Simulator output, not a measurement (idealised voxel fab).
The name of this process module is voxel capacitor over wiring.
The width of the displayed cross-section, cut, is 290 nm; its cells are square, with a size of 5 nm.
A cross-section is written here as square cells arranged in a grid, and it is given in bands from the top down, each band taking up one or more rows of cells.
Per band: top height and bottom height in nm, followed by the left-to-right materials and their widths in nm; "throughout" marks a single material spanning edge to edge, "empty" marks empty space.
Below 0: as-received wafer, all one material; heights counted from there. Lowest band: no bottom, goes on down, written "0..down".
The width entry "30->40" should be interpreted row by row: the top row of cells in the band takes the first number, the bottom row takes the second number, and the change between adjacent rows is uniform throughout.
Given "identical to before" for a step, no cell of the cross-section differs between before and after that step.
The entry titled "Completely sealed voids" provides the empty spaces that have no open way to the top, restricted to those of 8 cells or more. Each is presented as width x height at distance, the distance being measured from the left edge, with all three in nm.
Past the settings on a step's line: simulator remark, on that step.
Each step line may optionally specify "overlay nm", which for a step with a mask gives the rightward distance between the mask's planned place and where it lay, a negative value indicating the leftward direction.
plan:
| 1 | RECEIVE: material Si |
| 2 | CONFORMAL_DEP: material SiO2, thk nm 10 |
| 3 | DIRECTIONAL_DEP: material TiN, thk nm 5 |
| 4 | DIRECTIONAL_DEP: material Ru, thk nm 25 |
| 5 | PATTERN: tone cover, mask id METAL_1, material resist, width nm 25, pitch nm 95, thk nm 15, overlay nm 0 |
| 6 | DIRECTIONAL_ETCH: etch materials Ru, depth nm 25 |
| 7 | DIRECTIONAL_ETCH: etch materials TiN, depth nm 5 |
| 8 | STRIP: etch materials resist |
| 9 | CONFORMAL_DEP: material SiCN, thk nm 5 |
| 10 | FILL_DEP: material SiO2, thk nm 10 |
| 11 | CMP: height nm 40 |
| 12 | CONFORMAL_DEP: material SiCN, thk nm 5 |
| 13 | DIRECTIONAL_DEP: material SiO2, thk nm 15 |
| 14 | MASKED_ETCH: tone open, mask id PLUG_1, width nm 15, etch materials SiO2, depth nm 15, overlay nm 0 |
| 15 | MASKED_ETCH: tone open, mask id PLUG_1, width nm 15, etch materials SiCN, depth nm 5, overlay nm 0 |
| 16 | CONFORMAL_DEP: material TiN, thk nm 5 |
| 17 | FILL_DEP: material W, thk nm 5 |
| 18 | CMP: height nm 60 |
| 19 | DIRECTIONAL_DEP: material TiN, thk nm 5 |
| 20 | DIRECTIONAL_DEP: material SiN, thk nm 5 |
| 21 | DIRECTIONAL_DEP: material TiN, thk nm 5 |
| 22 | DIRECTIONAL_DEP: material aC, thk nm 10 |
| 23 | PATTERN: tone cover, mask id UPPER_PLATE, material resist, width nm 75, thk nm 25, overlay nm 0 |
| 24 | DIRECTIONAL_ETCH: etch materials aC, depth nm 10 |
| 25 | STRIP: etch materials resist |
| 26 | DIRECTIONAL_ETCH: etch materials TiN, depth nm 5 |
| 27 | DIRECTIONAL_ETCH: etch materials SiN, depth nm 5 |
| 28 | STRIP: etch materials aC |
| 29 | MASKED_ETCH: tone cover, mask id LOWER_PLATE, width nm 85, etch materials TiN, depth nm 5, overlay nm 0 |
| 30 | FILL_DEP: material SiO2, thk nm 15 |
| 31 | CMP: height nm 85 |
| 32 | DIRECTIONAL_DEP: material aC, thk nm 15 |
| 33 | PATTERN: tone open, mask id PLUG_2, material resist, width nm 15, thk nm 30, overlay nm 0 |
| 34 | DIRECTIONAL_ETCH: etch materials aC, depth nm 15 |
| 35 | STRIP: etch materials resist |
| 36 | DIRECTIONAL_ETCH: etch materials SiO2, depth nm 10 |
| 37 | STRIP: etch materials aC |
| 38 | CONFORMAL_DEP: material TiN, thk nm 5 |
| 39 | FILL_DEP: material W, thk nm 5 |
| 40 | CMP: height nm 85 |
| 41 | CONFORMAL_DEP: material SiN, thk nm 5 |
This is the cross-section of the wafer as we received it, i.e. after step 1:
	0..down = Si throughout
	Completely sealed voids: none
a wafer at the end: this start, this plan, one mistake:
	90..85 = SiN throughout
	85..80 = 105 SiO2; 5 TiN; 5 W; 5 TiN; 170 SiO2
	80..70 = 105->95 SiO2; 15->75 TiN; 170->120 SiO2
	70..65 = 95 SiO2; 75 SiN; 120 SiO2
	65..60 = 90 SiO2; 85 TiN; 115 SiO2
	60..50 = 90 W; 5 TiN; 15 SiO2; 5 TiN; 175 W
	50..45 = 95 TiN; 15 SiO2; 180 TiN
	45..40 = SiCN throughout
	40..15 = 80 SiO2; 5 SiCN; 25 Ru; 5 SiCN; 60 SiO2; 5 SiCN; 25 Ru; 5 SiCN; 80 SiO2
	15..10 = 85 SiCN; 25 TiN; 70 SiCN; 25 TiN; 85 SiCN
	10..0 = SiO2 throughout
	0..down = Si throughout
	Completely sealed voids: none
Processing error: off-plan run, step 14, actual operation and settings MASKED_ETCH: tone cover, mask id PLUG_1, width nm 15, etch materials SiO2, depth nm 15, overlay nm 0
